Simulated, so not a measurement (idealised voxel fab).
Process module, titled voxel self aligned vias
Section shown: cut. Width: 205 nm. Cell size: 5 nm, square.
The cross-sections in this document take the form of a grid made of square cells. They are written out as bands, in order from top to bottom. Each band consists of one or more rows of cells. Basically the band line says how high the top is and how high the bottom is, in nm, and then what's in it from left to right, every material with its width in nm. Empty space shows up as "empty", and if a single material carries "throughout" it runs the full band edge to edge. It should be noted that heights are counted from 0, beneath which the wafer as supplied is of one material throughout, and that the lowest band possesses no lower boundary but continues downward, as written in "0 and below". Graded width ("30 to 40"): value in top row of band = first number; value in bottom row = second number; row-to-row change constant. When a step is marked "no change occurred", none of the cells in the cross-section changed during that step. "Completely enclosed voids": sealed empty spaces, 8 cells or more, no open way to top, listed width x height at distance, with distance from the left edge and width, height and distance in nm. Text after the settings on a step's line: the simulator's own remark on that step. "overlay nm" denotes, for a step that has a mask, the displacement of the mask to the right of its planned place, with negative values corresponding to the left.

[Process steps foreseen in the plan]
| 1 | RECEIVE: material Si |
| 2 | CONFORMAL_DEP: material SiO2, thk nm 10 |
| 3 | CONFORMAL_DEP: material SiCN, thk nm 5 |
| 4 | DIRECTIONAL_DEP: material lowk, thk nm 20 |
| 5 | PATTERN: tone open, mask id LINES, material resist, width nm 15, pitch nm 65, thk nm 20, overlay nm 0 |
| 6 | DIRECTIONAL_ETCH: etch materials lowk, depth nm 20 |
| 7 | STRIP: etch materials resist |
| 8 | CONFORMAL_DEP: material TiN, thk nm 5 |
| 9 | FILL_DEP: material Ru, thk nm 5 |
| 10 | CMP: height nm 35 |
| 11 | SELECTIVE_ETCH: etch materials W Ru TiN, depth nm 10 |
| 12 | FILL_DEP: material SiN, thk nm 5 |
| 13 | CMP: height nm 35 |
| 14 | DIRECTIONAL_DEP: material lowk, thk nm 15 |
| 15 | DIRECTIONAL_DEP: material aC, thk nm 10 |
| 16 | PATTERN: tone open, mask id VIAS, material resist, width nm 45, thk nm 25, overlay nm 0 |
| 17 | DIRECTIONAL_ETCH: etch materials aC, depth nm 10 |
| 18 | STRIP: etch materials resist |
| 19 | DIRECTIONAL_ETCH: etch materials lowk, depth nm 15 |
| 20 | DIRECTIONAL_ETCH: etch materials SiN, depth nm 10 |
| 21 | STRIP: etch materials aC |
| 22 | CONFORMAL_DEP: material TiN, thk nm 5 |
| 23 | FILL_DEP: material Cu, thk nm 5 |
| 24 | CMP: height nm 50 |
| 25 | CONFORMAL_DEP: material SiN, thk nm 5 |
varied across the wafers: width nm of step 5. The plan shows the first wafer's value. All wafers start alike

[Cross-section of the first of several received wafers, showing its state after step 1]
	0 and below  Si throughout
	Completely enclosed voids: none

[Wafer rows, end of module: cells per material gained (+) or lost (-) since receipt; closed voids last]
width nm 15; +16 Cu; +2 Ru; +41 SiCN; +47 SiN; +82 SiO2; +27 TiN; +236 lowk; Completely enclosed voids: none
width nm 20; +18 Cu; +4 Ru; +41 SiCN; +49 SiN; +82 SiO2; +29 TiN; +228 lowk; Completely enclosed voids: none
width nm 25; +20 Cu; +6 Ru; +41 SiCN; +51 SiN; +82 SiO2; +31 TiN; +220 lowk; Completely enclosed voids: none
width nm 30; +22 Cu; +8 Ru; +41 SiCN; +53 SiN; +82 SiO2; +33 TiN; +212 lowk; Completely enclosed voids: none
width nm 35; +24 Cu; +10 Ru; +41 SiCN; +55 SiN; +82 SiO2; +35 TiN; +204 lowk; Completely enclosed voids: none
width nm 40; +26 Cu; +12 Ru; +41 SiCN; +57 SiN; +82 SiO2; +37 TiN; +196 lowk; Completely enclosed voids: none
